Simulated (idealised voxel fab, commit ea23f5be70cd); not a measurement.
process module | voxel gate over fins
cross-section cut | 275 nm wide | cells 5 nm
A cross-section is a grid of square cells, given in bands from the top down. A band is one or more rows of cells.
Each band's line starts with the height of the band's top and of its bottom, in nm. Then come its materials from left to right, each with its width in nm. One material with "throughout" fills the band from edge to edge. "air" is empty space.
Height 0 is the level under which the wafer as received is all one material. The lowest band goes on downwards, as in "0 down".
A width such as "30 to 40" changes by the same amount from each row of cells to the next, from the band's top row to its bottom row.
"no change" after a step means that no cell of the cross-section changed.
closed voids: empty space of 8 cells or more with no open way to the top, each as width x height at its distance from the left edge, in nm
after a step's settings: what the simulator itself notes on the step
overlay nm, on a step with a mask: how far to the right of its planned place the mask lay; to the left if negative
plan
1 op RECEIVE | material Si
2 op CONFORMAL_DEP | material SiN | thk nm 10
3 op DIRECTIONAL_DEP | material aC | thk nm 10
4 op PATTERN | tone cover | mask id FINS | material resist | width nm 15 | pitch nm 55 | thk nm 30 | overlay nm 0
5 op DIRECTIONAL_ETCH | etch materials aC | depth nm 10
6 op STRIP | etch materials resist
7 op DIRECTIONAL_ETCH | etch materials SiN | depth nm 10
8 op DIRECTIONAL_ETCH | etch materials Si | depth nm 40
9 op STRIP | etch materials aC
10 op FILL_DEP | material SiO2 | thk nm 10
11 op CMP | height nm 10
12 op PATTERN | tone open | mask id RAIL | material resist | width nm 15 | thk nm 20 | overlay nm 0
13 op DIRECTIONAL_ETCH | etch materials SiO2 | depth nm 45
14 op STRIP | etch materials resist
15 op CONFORMAL_DEP | material TiN | thk nm 5
16 op FILL_DEP | material W | thk nm 5
17 op CMP | height nm 10
18 op SELECTIVE_ETCH | etch materials W Ru TiN | depth nm 30
19 op FILL_DEP | material SiO2 | thk nm 5
20 op CMP | height nm 10
21 op SELECTIVE_ETCH | etch materials SiO2 | depth nm 25
22 op STRIP | etch materials SiN
23 op CONFORMAL_DEP | material HfO2 | thk nm 5
24 op CONFORMAL_DEP | material TiN | thk nm 5
25 op FILL_DEP | material W | thk nm 15
26 op CMP | height nm 20
27 op CONFORMAL_DEP | material SiCN | thk nm 5
as received, after step 1
  0 down: Si throughout
  closed voids: none
a wafer at the end: this start, this plan, one mistake
  25 to 20: SiCN throughout
  20 to 10: W throughout
  10 to 5: W 65 | TiN 35 | W 20 | TiN 35 | W 20 | TiN 35 | W 65
  5 to 0: W 65 | TiN 5 | HfO2 25 | TiN 5 | W 20 | TiN 5 | HfO2 25 | TiN 5 | W 20 | TiN 5 | HfO2 25 | TiN 5 | W 65
  0 to -10: W 65 | TiN 5 | HfO2 5 | Si 15 | HfO2 5 | TiN 5 | W 20 | TiN 5 | HfO2 5 | Si 15 | HfO2 5 | TiN 5 | W 20 | TiN 5 | HfO2 5 | Si 15 | HfO2 5 | TiN 5 | W 65
  -10 to -20: W 65 | TiN 5 | HfO2 5 | Si 15 | HfO2 5 to 30 | TiN 30 to 5 | HfO2 5 | Si 15 | HfO2 5 | TiN 5 | W 20 | TiN 5 | HfO2 5 | Si 15 | HfO2 5 | TiN 5 | W 65
  -20 to -30: W 65 | TiN 5 | HfO2 5 | Si 15 | HfO2 10 | TiN 5 | W 5 | TiN 5 | HfO2 5 | TiN 5 | HfO2 5 | Si 15 | HfO2 5 | TiN 5 | W 20 | TiN 5 | HfO2 5 | Si 15 | HfO2 5 | TiN 5 | W 65
  -30 to -35: TiN 70 | HfO2 5 | Si 15 | HfO2 10 | TiN 15 | HfO2 5 | TiN 5 | HfO2 5 | Si 15 | HfO2 5 | TiN 30 | HfO2 5 | Si 15 | HfO2 5 | TiN 70
  -35 to -40: HfO2 75 | Si 15 | HfO2 15 | SiO2 5 | HfO2 20 | Si 15 | HfO2 40 | Si 15 | HfO2 75
  -40 down: Si throughout
  closed voids: none
what went wrong: step 21 was run twice
